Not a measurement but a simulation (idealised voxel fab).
The process module that follows is named voxel ribs on slabs.
The width of the displayed cross-section, cut, is 160 nm; its cells are square, with a size of 5 nm.
Square cells in a grid make up a cross-section in this document, and the grid is given as bands, listed from the top down, each one or more rows of cells.
In this notation a band is specified by the heights of its top and bottom, in that order and in nm, after which its materials appear from left to right, each paired with its width in nm. The word "edge to edge" attached to a single material means that material fills the band from edge to edge; the word "air" stands for empty space.
Below 0: as-received wafer, all one material; heights counted from there. Lowest band: no bottom, goes on down, written "0..down".
Top row gets the first number, bottom row gets the second, and each row in between changes by the same step: that is how a band width like "30..40" works.
What does "no modifications" mean for a step? It means no cell of the cross-section changed in that step.
Closed empty spaces (no open way to the top) of 8 cells or more are what "Trapped voids" lists, each as width x height at distance from the left edge, nm for all three.
Where a step's line continues beyond its settings, the continuation is a remark by the simulator itself on that step.
overlay nm: right-of-plan distance of the mask on a masked step; negative values mean left-of-plan.
-- List of planned process steps
1,RECEIVE (material Si)
2,DIRECTIONAL_DEP (material SiO2; thk nm 30)
3,DIRECTIONAL_DEP (material SiN; thk nm 25)
4,PATTERN (tone cover; mask id RIB; material resist; width nm 15; thk nm 15; overlay nm 0)
5,DIRECTIONAL_ETCH (etch materials SiN; depth nm 10)
6,STRIP (etch materials resist)
7,PATTERN (tone cover; mask id SLAB; material resist; width nm 55; thk nm 20; overlay nm 0)
8,DIRECTIONAL_ETCH (etch materials SiN; depth nm 15)
9,STRIP (etch materials resist)
10,FILL_DEP (material SiO2; thk nm 25)
11,CMP (height nm 70)
12,DIRECTIONAL_DEP (material TiN; thk nm 10)
13,MASKED_ETCH (tone cover; mask id HEATER; width nm 25; etch materials TiN; depth nm 10; overlay nm 0)
14,CONFORMAL_DEP (material SiN; thk nm 10)
-- Delivered wafer in cross-section: state after step 1
	0..down: Si edge to edge
	Trapped voids: none
-- Looking at the first of two wafers in cross-section at end of module - ran to plan
	90..80: air 55 / SiN 45 / air 60
	80..70: SiN 65 / TiN 25 / SiN 70
	70..55: SiO2 edge to edge
	55..45: SiO2 70 / SiN 15 / SiO2 75
	45..30: SiO2 50 / SiN 55 / SiO2 55
	30..0: SiO2 edge to edge
	0..down: Si edge to edge
	Trapped voids: none
-- Cross-sectional view of the second of two wafers upon completion of the module. This wafer shared its starting condition and process plan with the first; one error was made during its execution
	80..70: air 65 / TiN 25 / air 70
	70..55: SiO2 edge to edge
	55..45: SiO2 70 / SiN 15 / SiO2 75
	45..30: SiO2 50 / SiN 55 / SiO2 55
	30..0: SiO2 edge to edge
	0..down: Si edge to edge
	Trapped voids: none
What was done differently from what was planned? plan step 14 never ran because it was skipped
Counted in cells at the end, the second wafer holds more or fewer of these materials than the first: 72 fewer of SiN
